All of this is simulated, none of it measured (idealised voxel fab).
This section sets out a process module, namely voxel transistor to metal.
Pictured: cross-section cut, 180 nm wide, on a grid of 5 nm square cells.
This document writes a cross-section as a grid whose cells are square, and gives it as bands, listed from the top down; one or more rows of cells form a band.
Heights first: top, then bottom, in nm. Then materials, left to right, each with a width in nm. "throughout" on a single material: fills the band edge to edge. "blank": empty space.
Below 0: as-received wafer, all one material; heights counted from there. Lowest band: no bottom, goes on down, written "top 0, no bottom".
The notation "30->40" denotes a width that varies across the rows of cells in the band, beginning at the first number in the top row, finishing at the second number in the bottom row, and changing by an identical amount from each row to the next.
For the purposes of this document, the phrase "nothing altered" attached to a step denotes that no cell within the cross-section was modified by that step.
The label "Cavities, sealed" introduces a list of the empty spaces, 8 cells or larger, that have no open way up to the top; each entry in it reads width x height at distance, where the distance is taken from the left edge and all three are stated in nm.
Text after the settings on a step's line: the simulator's own remark on that step.
overlay nm: on a step with a mask, how far right of its planned place the mask lay; negative means left.

[These are the steps we planned for the process]
1,RECEIVE,material Si
2,OXIDIZE,depth nm 5
3,CONFORMAL_DEP,material SiN,thk nm 10
4,MASKED_ETCH,tone cover,mask id ACTIVE,width nm 125,etch materials SiN,depth nm 10,overlay nm 0
5,MASKED_ETCH,tone cover,mask id ACTIVE,width nm 125,etch materials SiO2,depth nm 5,overlay nm 0
6,MASKED_ETCH,tone cover,mask id ACTIVE,width nm 125,etch materials Si,depth nm 20,overlay nm 0
7,OXIDIZE,depth nm 5
8,FILL_DEP,material SiO2,thk nm 15
9,CMP,height nm 10
10,SELECTIVE_ETCH,etch materials SiO2,depth nm 5
11,STRIP,etch materials SiN
12,SELECTIVE_ETCH,etch materials SiO2,depth nm 5
13,OXIDIZE,depth nm 5
14,DIRECTIONAL_DEP,material polySi,thk nm 25
15,DIRECTIONAL_DEP,material SiCN,thk nm 10
16,MASKED_ETCH,tone cover,mask id GATE,width nm 35,etch materials SiCN,depth nm 20,overlay nm 0
17,MASKED_ETCH,tone cover,mask id GATE,width nm 35,etch materials polySi,depth nm 35,overlay nm 0
18,CONFORMAL_DEP,material SiO2,thk nm 5
19,DIRECTIONAL_ETCH,etch materials SiO2,depth nm 5
20,CONFORMAL_DEP,material SiN,thk nm 5
21,DIRECTIONAL_ETCH,etch materials SiN,depth nm 5
22,DIRECTIONAL_ETCH,etch materials SiO2,depth nm 5
23,DIRECTIONAL_ETCH,etch materials Si,depth nm 10
24,EPI,material SiGe,thk nm 15
25,FILL_DEP,material SiO2,thk nm 10
26,CMP,height nm 20
27,STRIP,etch materials polySi
28,SELECTIVE_ETCH,etch materials SiO2,depth nm 5
29,CONFORMAL_DEP,material HfO2,thk nm 5
30,CONFORMAL_DEP,material TiN,thk nm 5
31,FILL_DEP,material W,thk nm 10
32,CMP,height nm 15
33,DIRECTIONAL_DEP,material SiO2,thk nm 15
34,MASKED_ETCH,tone open,mask id CONTACT,width nm 20,pitch nm 85,etch materials SiO2,depth nm 35,overlay nm 0
35,CONFORMAL_DEP,material TiN,thk nm 5
36,FILL_DEP,material Ru,thk nm 5
37,CMP,height nm 30
38,CONFORMAL_DEP,material SiN,thk nm 5
39,DIRECTIONAL_DEP,material lowk,thk nm 15
40,DIRECTIONAL_DEP,material aC,thk nm 15
41,PATTERN,tone open,mask id METAL_1,material resist,width nm 20,pitch nm 85,thk nm 35,overlay nm 0
42,DIRECTIONAL_ETCH,etch materials aC,depth nm 15
43,STRIP,etch materials resist
44,DIRECTIONAL_ETCH,etch materials lowk,depth nm 15
45,DIRECTIONAL_ETCH,etch materials SiN,depth nm 5
46,STRIP,etch materials aC
47,CONFORMAL_DEP,material TiN,thk nm 5
48,FILL_DEP,material Ru,thk nm 5
49,CMP,height nm 50
50,CONFORMAL_DEP,material SiCN,thk nm 5

[First wafer, two in total, run as planned]

[Cross-section: wafer on arrival = after step 1]
top 0, no bottom  Si throughout
Cavities, sealed: none

[Take a look at the wafer's cross-section after step 2]
top 0, bottom -5  SiO2 throughout
Unchanged below -5.

[Take a look at the wafer's cross-section after step 3]
top 10, bottom 0  SiN throughout
Unchanged below 0.

[Take a look at the wafer's cross-section after step 4]
top 10, bottom 0  25 blank  125 SiN  30 blank
Unchanged below 0.

[Take a look at the wafer's cross-section after step 5]
top 10, bottom 0  25 blank  125 SiN  30 blank
top 0, bottom -5  25 blank  125 SiO2  30 blank
Unchanged below -5.

[Take a look at the wafer's cross-section after step 6]
top 10, bottom 0  25 blank  125 SiN  30 blank
top 0, bottom -5  25 blank  125 SiO2  30 blank
top -5, bottom -25  25 blank  125 Si  30 blank
Unchanged below -25.

[Take a look at the wafer's cross-section after step 7]
top 10, bottom 0  25 blank  125 SiN  30 blank
top 0, bottom -5  25 blank  125 SiO2  30 blank
top -5, bottom -25  25 blank  5 SiO2  115 Si  5 SiO2  30 blank
top -25, bottom -30  30 SiO2  115 Si  35 SiO2
Unchanged below -30.

[Take a look at the wafer's cross-section after step 8]
top 25, bottom 10  SiO2 throughout
top 10, bottom 0  25 SiO2  125 SiN  30 SiO2
top 0, bottom -5  SiO2 throughout
top -5, bottom -30  30 SiO2  115 Si  35 SiO2
Unchanged below -30.

[Take a look at the wafer's cross-section after step 9]
top 10, bottom 0  25 SiO2  125 SiN  30 SiO2
Unchanged below 0.

[Take a look at the wafer's cross-section after step 10]
top 10, bottom 5  25 blank  125 SiN  30 blank
Unchanged below 5.

[Take a look at the wafer's cross-section after step 11]
top 5, bottom 0  25 SiO2  125 blank  30 SiO2
Unchanged below 0.

[Take a look at the wafer's cross-section after step 12]
top 0, bottom -5  20 SiO2  135 blank  25 SiO2
Unchanged below -5.

[Take a look at the wafer's cross-section after step 13]
top 0, bottom -5  20 SiO2  135 blank  25 SiO2
top -5, bottom -10  SiO2 throughout
Unchanged below -10.

[Take a look at the wafer's cross-section after step 14]
top 25, bottom 20  20 polySi  135 blank  25 polySi
top 20, bottom 0  polySi throughout
top 0, bottom -5  20 SiO2  135 polySi  25 SiO2
Unchanged below -5.

[Take a look at the wafer's cross-section after step 15]
top 35, bottom 30  20 SiCN  135 blank  25 SiCN
top 30, bottom 25  SiCN throughout
top 25, bottom 20  20 polySi  135 SiCN  25 polySi
Unchanged below 20.

[Take a look at the wafer's cross-section after step 16]
top 30, bottom 25  70 blank  35 SiCN  75 blank
top 25, bottom 20  20 polySi  50 blank  35 SiCN  50 blank  25 polySi
Unchanged below 20.

[Take a look at the wafer's cross-section after step 17]
top 30, bottom 20  70 blank  35 SiCN  75 blank
top 20, bottom 0  70 blank  35 polySi  75 blank
top 0, bottom -5  20 SiO2  50 blank  35 polySi  50 blank  25 SiO2
Unchanged below -5.

[Take a look at the wafer's cross-section after step 18]
top 35, bottom 30  65 blank  45 SiO2  70 blank
top 30, bottom 20  65 blank  5 SiO2  35 SiCN  5 SiO2  70 blank
top 20, bottom 5  65 blank  5 SiO2  35 polySi  5 SiO2  70 blank
top 5, bottom 0  25 SiO2  40 blank  5 SiO2  35 polySi  5 SiO2  40 blank  30 SiO2
top 0, bottom -5  70 SiO2  35 polySi  75 SiO2
Unchanged below -5.

[Take a look at the wafer's cross-section after step 19]
top 30, bottom 20  65 blank  5 SiO2  35 SiCN  5 SiO2  70 blank
top 20, bottom 0  65 blank  5 SiO2  35 polySi  5 SiO2  70 blank
top 0, bottom -5  25 SiO2  40 blank  5 SiO2  35 polySi  5 SiO2  40 blank  30 SiO2
Unchanged below -5.

[Take a look at the wafer's cross-section after step 20]
top 35, bottom 30  60 blank  55 SiN  65 blank
top 30, bottom 20  60 blank  5 SiN  5 SiO2  35 SiCN  5 SiO2  5 SiN  65 blank
top 20, bottom 5  60 blank  5 SiN  5 SiO2  35 polySi  5 SiO2  5 SiN  65 blank
top 5, bottom 0  30 SiN  30 blank  5 SiN  5 SiO2  35 polySi  5 SiO2  5 SiN  30 blank  35 SiN
top 0, bottom -5  25 SiO2  40 SiN  5 SiO2  35 polySi  5 SiO2  40 SiN  30 SiO2
Unchanged below -5.

[Take a look at the wafer's cross-section after step 21]
top 30, bottom 20  60 blank  5 SiN  5 SiO2  35 SiCN  5 SiO2  5 SiN  65 blank
top 20, bottom 0  60 blank  5 SiN  5 SiO2  35 polySi  5 SiO2  5 SiN  65 blank
top 0, bottom -5  25 SiO2  5 SiN  30 blank  5 SiN  5 SiO2  35 polySi  5 SiO2  5 SiN  30 blank  5 SiN  30 SiO2
Unchanged below -5.

[Take a look at the wafer's cross-section after step 22]
top 30, bottom 25  60 blank  5 SiN  5 blank  35 SiCN  5 blank  5 SiN  65 blank
top 25, bottom 20  60 blank  5 SiN  5 SiO2  35 SiCN  5 SiO2  5 SiN  65 blank
top 20, bottom 0  60 blank  5 SiN  5 SiO2  35 polySi  5 SiO2  5 SiN  65 blank
top 0, bottom -5  25 blank  5 SiN  30 blank  5 SiN  5 SiO2  35 polySi  5 SiO2  5 SiN  30 blank  5 SiN  30 blank
top -5, bottom -10  30 SiO2  30 blank  55 SiO2  30 blank  35 SiO2
Unchanged below -10.

[Take a look at the wafer's cross-section after step 23]
top 30, bottom 25  60 blank  5 SiN  5 blank  35 SiCN  5 blank  5 SiN  65 blank
top 25, bottom 20  60 blank  5 SiN  5 SiO2  35 SiCN  5 SiO2  5 SiN  65 blank
top 20, bottom 0  60 blank  5 SiN  5 SiO2  35 polySi  5 SiO2  5 SiN  65 blank
top 0, bottom -5  25 blank  5 SiN  30 blank  5 SiN  5 SiO2  35 polySi  5 SiO2  5 SiN  30 blank  5 SiN  30 blank
top -5, bottom -10  30 SiO2  30 blank  55 SiO2  30 blank  35 SiO2
top -10, bottom -20  30 SiO2  30 blank  55 Si  30 blank  35 SiO2
Unchanged below -20.

[Take a look at the wafer's cross-section after step 24]
top 30, bottom 25  60 blank  5 SiN  5 blank  35 SiCN  5 blank  5 SiN  65 blank
top 25, bottom 20  60 blank  5 SiN  5 SiO2  35 SiCN  5 SiO2  5 SiN  65 blank
top 20, bottom 5  60 blank  5 SiN  5 SiO2  35 polySi  5 SiO2  5 SiN  65 blank
top 5, bottom 0  45 blank  15 SiGe  5 SiN  5 SiO2  35 polySi  5 SiO2  5 SiN  15 SiGe  50 blank
top 0, bottom -5  25 blank  5 SiN  15 blank  15 SiGe  5 SiN  5 SiO2  35 polySi  5 SiO2  5 SiN  15 SiGe  15 blank  5 SiN  30 blank
top -5, bottom -10  30 SiO2  30 SiGe  55 SiO2  30 SiGe  35 SiO2
top -10, bottom -20  30 SiO2  30 SiGe  55 Si  30 SiGe  35 SiO2
Unchanged below -20.

[Take a look at the wafer's cross-section after step 25]
top 40, bottom 30  SiO2 throughout
top 30, bottom 20  60 SiO2  5 SiN  5 SiO2  35 SiCN  5 SiO2  5 SiN  65 SiO2
top 20, bottom 5  60 SiO2  5 SiN  5 SiO2  35 polySi  5 SiO2  5 SiN  65 SiO2
top 5, bottom 0  45 SiO2  15 SiGe  5 SiN  5 SiO2  35 polySi  5 SiO2  5 SiN  15 SiGe  50 SiO2
top 0, bottom -5  25 SiO2  5 SiN  15 SiO2  15 SiGe  5 SiN  5 SiO2  35 polySi  5 SiO2  5 SiN  15 SiGe  15 SiO2  5 SiN  30 SiO2
Unchanged below -5.

[Take a look at the wafer's cross-section after step 26]
top 20, bottom 5  60 SiO2  5 SiN  5 SiO2  35 polySi  5 SiO2  5 SiN  65 SiO2
Unchanged below 5.

[Take a look at the wafer's cross-section after step 27]
top 20, bottom 5  60 SiO2  5 SiN  5 SiO2  35 blank  5 SiO2  5 SiN  65 SiO2
top 5, bottom 0  45 SiO2  15 SiGe  5 SiN  5 SiO2  35 blank  5 SiO2  5 SiN  15 SiGe  50 SiO2
top 0, bottom -5  25 SiO2  5 SiN  15 SiO2  15 SiGe  5 SiN  5 SiO2  35 blank  5 SiO2  5 SiN  15 SiGe  15 SiO2  5 SiN  30 SiO2
Unchanged below -5.

[Take a look at the wafer's cross-section after step 28]
top 20, bottom 15  60 blank  5 SiN  45 blank  5 SiN  65 blank
top 15, bottom 5  60 SiO2  5 SiN  45 blank  5 SiN  65 SiO2
top 5, bottom 0  45 SiO2  15 SiGe  5 SiN  45 blank  5 SiN  15 SiGe  50 SiO2
top 0, bottom -5  25 SiO2  5 SiN  15 SiO2  15 SiGe  5 SiN  45 blank  5 SiN  15 SiGe  15 SiO2  5 SiN  30 SiO2
top -5, bottom -10  30 SiO2  30 SiGe  5 SiO2  45 blank  5 SiO2  30 SiGe  35 SiO2
Unchanged below -10.

[Take a look at the wafer's cross-section after step 29]
top 25, bottom 20  55 blank  15 HfO2  35 blank  15 HfO2  60 blank
top 20, bottom 15  60 HfO2  5 SiN  5 HfO2  35 blank  5 HfO2  5 SiN  65 HfO2
top 15, bottom 5  60 SiO2  5 SiN  5 HfO2  35 blank  5 HfO2  5 SiN  65 SiO2
top 5, bottom 0  45 SiO2  15 SiGe  5 SiN  5 HfO2  35 blank  5 HfO2  5 SiN  15 SiGe  50 SiO2
top 0, bottom -5  25 SiO2  5 SiN  15 SiO2  15 SiGe  5 SiN  5 HfO2  35 blank  5 HfO2  5 SiN  15 SiGe  15 SiO2  5 SiN  30 SiO2
top -5, bottom -10  30 SiO2  30 SiGe  5 SiO2  45 HfO2  5 SiO2  30 SiGe  35 SiO2
Unchanged below -10.

[Take a look at the wafer's cross-section after step 30]
top 30, bottom 25  50 blank  25 TiN  25 blank  25 TiN  55 blank
top 25, bottom 20  55 TiN  15 HfO2  5 TiN  25 blank  5 TiN  15 HfO2  60 TiN
top 20, bottom 15  60 HfO2  5 SiN  5 HfO2  5 TiN  25 blank  5 TiN  5 HfO2  5 SiN  65 HfO2
top 15, bottom 5  60 SiO2  5 SiN  5 HfO2  5 TiN  25 blank  5 TiN  5 HfO2  5 SiN  65 SiO2
top 5, bottom 0  45 SiO2  15 SiGe  5 SiN  5 HfO2  5 TiN  25 blank  5 TiN  5 HfO2  5 SiN  15 SiGe  50 SiO2
top 0, bottom -5  25 SiO2  5 SiN  15 SiO2  15 SiGe  5 SiN  5 HfO2  35 TiN  5 HfO2  5 SiN  15 SiGe  15 SiO2  5 SiN  30 SiO2
Unchanged below -5.

[Take a look at the wafer's cross-section after step 31]
top 40, bottom 30  W throughout
top 30, bottom 25  50 W  25 TiN  25 W  25 TiN  55 W
top 25, bottom 20  55 TiN  15 HfO2  5 TiN  25 W  5 TiN  15 HfO2  60 TiN
top 20, bottom 15  60 HfO2  5 SiN  5 HfO2  5 TiN  25 W  5 TiN  5 HfO2  5 SiN  65 HfO2
top 15, bottom 5  60 SiO2  5 SiN  5 HfO2  5 TiN  25 W  5 TiN  5 HfO2  5 SiN  65 SiO2
top 5, bottom 0  45 SiO2  15 SiGe  5 SiN  5 HfO2  5 TiN  25 W  5 TiN  5 HfO2  5 SiN  15 SiGe  50 SiO2
Unchanged below 0.

[Take a look at the wafer's cross-section after step 32]
top 15, bottom 5  60 SiO2  5 SiN  5 HfO2  5 TiN  25 W  5 TiN  5 HfO2  5 SiN  65 SiO2
Unchanged below 5.

[Take a look at the wafer's cross-section after step 33]
top 30, bottom 15  SiO2 throughout
Unchanged below 15.

[Take a look at the wafer's cross-section after step 34]
top 30, bottom 15  35 SiO2  20 blank  65 SiO2  20 blank  40 SiO2
top 15, bottom 5  35 SiO2  20 blank  5 SiO2  5 SiN  5 HfO2  5 TiN  25 W  5 TiN  5 HfO2  5 SiN  5 SiO2  20 blank  40 SiO2
top 5, bottom 0  35 SiO2  10 blank  15 SiGe  5 SiN  5 HfO2  5 TiN  25 W  5 TiN  5 HfO2  5 SiN  15 SiGe  10 blank  40 SiO2
top 0, bottom -5  25 SiO2  5 SiN  5 SiO2  10 blank  15 SiGe  5 SiN  5 HfO2  35 TiN  5 HfO2  5 SiN  15 SiGe  10 blank  5 SiO2  5 SiN  30 SiO2
Unchanged below -5.

[Take a look at the wafer's cross-section after step 35]
top 35, bottom 30  40 TiN  10 blank  75 TiN  10 blank  45 TiN
top 30, bottom 15  35 SiO2  5 TiN  10 blank  5 TiN  65 SiO2  5 TiN  10 blank  5 TiN  40 SiO2
top 15, bottom 10  35 SiO2  5 TiN  10 blank  5 TiN  5 SiO2  5 SiN  5 HfO2  5 TiN  25 W  5 TiN  5 HfO2  5 SiN  5 SiO2  5 TiN  10 blank  5 TiN  40 SiO2
top 10, bottom 5  35 SiO2  20 TiN  5 SiO2  5 SiN  5 HfO2  5 TiN  25 W  5 TiN  5 HfO2  5 SiN  5 SiO2  20 TiN  40 SiO2
top 5, bottom 0  35 SiO2  10 TiN  15 SiGe  5 SiN  5 HfO2  5 TiN  25 W  5 TiN  5 HfO2  5 SiN  15 SiGe  10 TiN  40 SiO2
top 0, bottom -5  25 SiO2  5 SiN  5 SiO2  10 TiN  15 SiGe  5 SiN  5 HfO2  35 TiN  5 HfO2  5 SiN  15 SiGe  10 TiN  5 SiO2  5 SiN  30 SiO2
Unchanged below -5.

[Take a look at the wafer's cross-section after step 36]
top 40, bottom 35  Ru throughout
top 35, bottom 30  40 TiN  10 Ru  75 TiN  10 Ru  45 TiN
top 30, bottom 15  35 SiO2  5 TiN  10 Ru  5 TiN  65 SiO2  5 TiN  10 Ru  5 TiN  40 SiO2
top 15, bottom 10  35 SiO2  5 TiN  10 Ru  5 TiN  5 SiO2  5 SiN  5 HfO2  5 TiN  25 W  5 TiN  5 HfO2  5 SiN  5 SiO2  5 TiN  10 Ru  5 TiN  40 SiO2
Unchanged below 10.

[Take a look at the wafer's cross-section after step 37]
top 30, bottom 15  35 SiO2  5 TiN  10 Ru  5 TiN  65 SiO2  5 TiN  10 Ru  5 TiN  40 SiO2
Unchanged below 15.

[Take a look at the wafer's cross-section after step 38]
top 35, bottom 30  SiN throughout
Unchanged below 30.

[Take a look at the wafer's cross-section after step 39]
top 50, bottom 35  lowk throughout
Unchanged below 35.

[Take a look at the wafer's cross-section after step 40]
top 65, bottom 50  aC throughout
Unchanged below 50.

[Take a look at the wafer's cross-section after step 41]
top 100, bottom 65  35 resist  20 blank  65 resist  20 blank  40 resist
Unchanged below 65.

[Take a look at the wafer's cross-section after step 42]
top 85, bottom 65  35 resist  20 blank  65 resist  20 blank  40 resist
top 65, bottom 50  35 aC  20 blank  65 aC  20 blank  40 aC
Unchanged below 50.

[Take a look at the wafer's cross-section after step 43]
top 65, bottom 50  35 aC  20 blank  65 aC  20 blank  40 aC
Unchanged below 50.

[Take a look at the wafer's cross-section after step 44]
top 65, bottom 50  35 aC  20 blank  65 aC  20 blank  40 aC
top 50, bottom 35  35 lowk  20 blank  65 lowk  20 blank  40 lowk
Unchanged below 35.

[Take a look at the wafer's cross-section after step 45]
top 65, bottom 50  35 aC  20 blank  65 aC  20 blank  40 aC
top 50, bottom 35  35 lowk  20 blank  65 lowk  20 blank  40 lowk
top 35, bottom 30  35 SiN  20 blank  65 SiN  20 blank  40 SiN
Unchanged below 30.

[Take a look at the wafer's cross-section after step 46]
top 50, bottom 35  35 lowk  20 blank  65 lowk  20 blank  40 lowk
Unchanged below 35.

[Take a look at the wafer's cross-section after step 47]
top 55, bottom 50  40 TiN  10 blank  75 TiN  10 blank  45 TiN
top 50, bottom 35  35 lowk  5 TiN  10 blank  5 TiN  65 lowk  5 TiN  10 blank  5 TiN  40 lowk
top 35, bottom 30  35 SiN  20 TiN  65 SiN  20 TiN  40 SiN
Unchanged below 30.

[Take a look at the wafer's cross-section after step 48]
top 60, bottom 55  Ru throughout
top 55, bottom 50  40 TiN  10 Ru  75 TiN  10 Ru  45 TiN
top 50, bottom 35  35 lowk  5 TiN  10 Ru  5 TiN  65 lowk  5 TiN  10 Ru  5 TiN  40 lowk
Unchanged below 35.

[Take a look at the wafer's cross-section after step 49]
top 50, bottom 35  35 lowk  5 TiN  10 Ru  5 TiN  65 lowk  5 TiN  10 Ru  5 TiN  40 lowk
Unchanged below 35.

[Take a look at the wafer's cross-section after step 50]
top 55, bottom 50  SiCN throughout
Unchanged below 50.

[second wafer: like start, like plan, one mistake. Through step 23 it matches the first wafer]

[Planned end of step 24: second wafer, cross-section]
top 30, bottom 25  60 blank  5 SiN  5 blank  35 SiCN  5 blank  5 SiN  65 blank
top 25, bottom 20  60 blank  5 SiN  5 SiO2  35 SiCN  5 SiO2  5 SiN  65 blank
top 20, bottom 10  30 blank  30 SiGe  5 SiN  5 SiO2  35 polySi  5 SiO2  5 SiN  30 SiGe  35 blank
top 10, bottom 0  20 blank  40 SiGe  5 SiN  5 SiO2  35 polySi  5 SiO2  5 SiN  40 SiGe  25 blank
top 0, bottom -5  20 blank  5 SiGe  5 SiN  30 SiGe  5 SiN  5 SiO2  35 polySi  5 SiO2  5 SiN  30 SiGe  5 SiN  5 SiGe  25 blank
top -5, bottom -10  30 SiO2  30 SiGe  55 SiO2  30 SiGe  35 SiO2
top -10, bottom -20  30 SiO2  30 SiGe  55 Si  30 SiGe  35 SiO2
Unchanged below -20.

[Planned end of step 25: second wafer, cross-section]
top 40, bottom 30  SiO2 throughout
top 30, bottom 20  60 SiO2  5 SiN  5 SiO2  35 SiCN  5 SiO2  5 SiN  65 SiO2
top 20, bottom 10  30 SiO2  30 SiGe  5 SiN  5 SiO2  35 polySi  5 SiO2  5 SiN  30 SiGe  35 SiO2
top 10, bottom 0  20 SiO2  40 SiGe  5 SiN  5 SiO2  35 polySi  5 SiO2  5 SiN  40 SiGe  25 SiO2
top 0, bottom -5  20 SiO2  5 SiGe  5 SiN  30 SiGe  5 SiN  5 SiO2  35 polySi  5 SiO2  5 SiN  30 SiGe  5 SiN  5 SiGe  25 SiO2
Unchanged below -5.

[Planned end of step 26: second wafer, cross-section]
top 20, bottom 10  30 SiO2  30 SiGe  5 SiN  5 SiO2  35 polySi  5 SiO2  5 SiN  30 SiGe  35 SiO2
Unchanged below 10.

[Planned end of step 27: second wafer, cross-section]
top 20, bottom 10  30 SiO2  30 SiGe  5 SiN  5 SiO2  35 blank  5 SiO2  5 SiN  30 SiGe  35 SiO2
top 10, bottom 0  20 SiO2  40 SiGe  5 SiN  5 SiO2  35 blank  5 SiO2  5 SiN  40 SiGe  25 SiO2
top 0, bottom -5  20 SiO2  5 SiGe  5 SiN  30 SiGe  5 SiN  5 SiO2  35 blank  5 SiO2  5 SiN  30 SiGe  5 SiN  5 SiGe  25 SiO2
Unchanged below -5.

[Planned end of step 28: second wafer, cross-section]
top 20, bottom 15  30 blank  30 SiGe  5 SiN  45 blank  5 SiN  30 SiGe  35 blank
top 15, bottom 10  30 SiO2  30 SiGe  5 SiN  45 blank  5 SiN  30 SiGe  35 SiO2
top 10, bottom 0  20 SiO2  40 SiGe  5 SiN  45 blank  5 SiN  40 SiGe  25 SiO2
top 0, bottom -5  20 SiO2  5 SiGe  5 SiN  30 SiGe  5 SiN  45 blank  5 SiN  30 SiGe  5 SiN  5 SiGe  25 SiO2
top -5, bottom -10  30 SiO2  30 SiGe  5 SiO2  45 blank  5 SiO2  30 SiGe  35 SiO2
Unchanged below -10.

[Planned end of step 29: second wafer, cross-section]
top 25, bottom 20  25 blank  45 HfO2  35 blank  45 HfO2  30 blank
top 20, bottom 15  30 HfO2  30 SiGe  5 SiN  5 HfO2  35 blank  5 HfO2  5 SiN  30 SiGe  35 HfO2
top 15, bottom 10  30 SiO2  30 SiGe  5 SiN  5 HfO2  35 blank  5 HfO2  5 SiN  30 SiGe  35 SiO2
top 10, bottom 0  20 SiO2  40 SiGe  5 SiN  5 HfO2  35 blank  5 HfO2  5 SiN  40 SiGe  25 SiO2
top 0, bottom -5  20 SiO2  5 SiGe  5 SiN  30 SiGe  5 SiN  5 HfO2  35 blank  5 HfO2  5 SiN  30 SiGe  5 SiN  5 SiGe  25 SiO2
top -5, bottom -10  30 SiO2  30 SiGe  5 SiO2  45 HfO2  5 SiO2  30 SiGe  35 SiO2
Unchanged below -10.

[Planned end of step 30: second wafer, cross-section]
top 30, bottom 25  20 blank  55 TiN  25 blank  55 TiN  25 blank
top 25, bottom 20  25 TiN  45 HfO2  5 TiN  25 blank  5 TiN  45 HfO2  30 TiN
top 20, bottom 15  30 HfO2  30 SiGe  5 SiN  5 HfO2  5 TiN  25 blank  5 TiN  5 HfO2  5 SiN  30 SiGe  35 HfO2
top 15, bottom 10  30 SiO2  30 SiGe  5 SiN  5 HfO2  5 TiN  25 blank  5 TiN  5 HfO2  5 SiN  30 SiGe  35 SiO2
top 10, bottom 0  20 SiO2  40 SiGe  5 SiN  5 HfO2  5 TiN  25 blank  5 TiN  5 HfO2  5 SiN  40 SiGe  25 SiO2
top 0, bottom -5  20 SiO2  5 SiGe  5 SiN  30 SiGe  5 SiN  5 HfO2  35 TiN  5 HfO2  5 SiN  30 SiGe  5 SiN  5 SiGe  25 SiO2
Unchanged below -5.

[Planned end of step 31: second wafer, cross-section]
top 40, bottom 30  W throughout
top 30, bottom 25  20 W  55 TiN  25 W  55 TiN  25 W
top 25, bottom 20  25 TiN  45 HfO2  5 TiN  25 W  5 TiN  45 HfO2  30 TiN
top 20, bottom 15  30 HfO2  30 SiGe  5 SiN  5 HfO2  5 TiN  25 W  5 TiN  5 HfO2  5 SiN  30 SiGe  35 HfO2
top 15, bottom 10  30 SiO2  30 SiGe  5 SiN  5 HfO2  5 TiN  25 W  5 TiN  5 HfO2  5 SiN  30 SiGe  35 SiO2
top 10, bottom 0  20 SiO2  40 SiGe  5 SiN  5 HfO2  5 TiN  25 W  5 TiN  5 HfO2  5 SiN  40 SiGe  25 SiO2
Unchanged below 0.

[Planned end of step 32: second wafer, cross-section]
top 15, bottom 10  30 SiO2  30 SiGe  5 SiN  5 HfO2  5 TiN  25 W  5 TiN  5 HfO2  5 SiN  30 SiGe  35 SiO2
Unchanged below 10.

[Planned end of step 33: second wafer, cross-section]
top 30, bottom 15  SiO2 throughout
Unchanged below 15.

[Planned end of step 34: second wafer, cross-section]
top 30, bottom 15  35 SiO2  20 blank  65 SiO2  20 blank  40 SiO2
Unchanged below 15.

[Planned end of step 35: second wafer, cross-section]
top 35, bottom 30  40 TiN  10 blank  75 TiN  10 blank  45 TiN
top 30, bottom 20  35 SiO2  5 TiN  10 blank  5 TiN  65 SiO2  5 TiN  10 blank  5 TiN  40 SiO2
top 20, bottom 15  35 SiO2  20 TiN  65 SiO2  20 TiN  40 SiO2
Unchanged below 15.

[Planned end of step 36: second wafer, cross-section]
top 40, bottom 35  Ru throughout
top 35, bottom 30  40 TiN  10 Ru  75 TiN  10 Ru  45 TiN
top 30, bottom 20  35 SiO2  5 TiN  10 Ru  5 TiN  65 SiO2  5 TiN  10 Ru  5 TiN  40 SiO2
Unchanged below 20.

[Planned end of step 37: second wafer, cross-section]
top 30, bottom 20  35 SiO2  5 TiN  10 Ru  5 TiN  65 SiO2  5 TiN  10 Ru  5 TiN  40 SiO2
Unchanged below 20.

[Planned end of step 38: second wafer, cross-section]
top 35, bottom 30  SiN throughout
Unchanged below 30.

[Planned end of step 39: second wafer, cross-section]
top 50, bottom 35  lowk throughout
Unchanged below 35.

[Planned end of step 40: second wafer, cross-section]
top 65, bottom 50  aC throughout
Unchanged below 50.

[Planned end of step 41: second wafer, cross-section]
top 100, bottom 65  35 resist  20 blank  65 resist  20 blank  40 resist
Unchanged below 65.

[Planned end of step 42: second wafer, cross-section]
top 85, bottom 65  35 resist  20 blank  65 resist  20 blank  40 resist
top 65, bottom 50  35 aC  20 blank  65 aC  20 blank  40 aC
Unchanged below 50.

[Planned end of step 43: second wafer, cross-section]
top 65, bottom 50  35 aC  20 blank  65 aC  20 blank  40 aC
Unchanged below 50.

[Planned end of step 44: second wafer, cross-section]
top 65, bottom 50  35 aC  20 blank  65 aC  20 blank  40 aC
top 50, bottom 35  35 lowk  20 blank  65 lowk  20 blank  40 lowk
Unchanged below 35.

[Planned end of step 45: second wafer, cross-section]
top 65, bottom 50  35 aC  20 blank  65 aC  20 blank  40 aC
top 50, bottom 35  35 lowk  20 blank  65 lowk  20 blank  40 lowk
top 35, bottom 30  35 SiN  20 blank  65 SiN  20 blank  40 SiN
Unchanged below 30.

[Planned end of step 46: second wafer, cross-section]
top 50, bottom 35  35 lowk  20 blank  65 lowk  20 blank  40 lowk
Unchanged below 35.

[Planned end of step 47: second wafer, cross-section]
top 55, bottom 50  40 TiN  10 blank  75 TiN  10 blank  45 TiN
top 50, bottom 35  35 lowk  5 TiN  10 blank  5 TiN  65 lowk  5 TiN  10 blank  5 TiN  40 lowk
top 35, bottom 30  35 SiN  20 TiN  65 SiN  20 TiN  40 SiN
Unchanged below 30.

[Planned end of step 48: second wafer, cross-section]
top 60, bottom 55  Ru throughout
top 55, bottom 50  40 TiN  10 Ru  75 TiN  10 Ru  45 TiN
top 50, bottom 35  35 lowk  5 TiN  10 Ru  5 TiN  65 lowk  5 TiN  10 Ru  5 TiN  40 lowk
Unchanged below 35.

[Planned end of step 49: second wafer, cross-section]
top 50, bottom 35  35 lowk  5 TiN  10 Ru  5 TiN  65 lowk  5 TiN  10 Ru  5 TiN  40 lowk
Unchanged below 35.

[Planned end of step 50: second wafer, cross-section]
top 55, bottom 50  SiCN throughout
Unchanged below 50.
Run error: the plan had its step 24 run twice
Final tally in cells, some materials are higher or lower on the second wafer than on the first: -8 Ru; +46 SiGe; -22 SiO2; -16 TiN
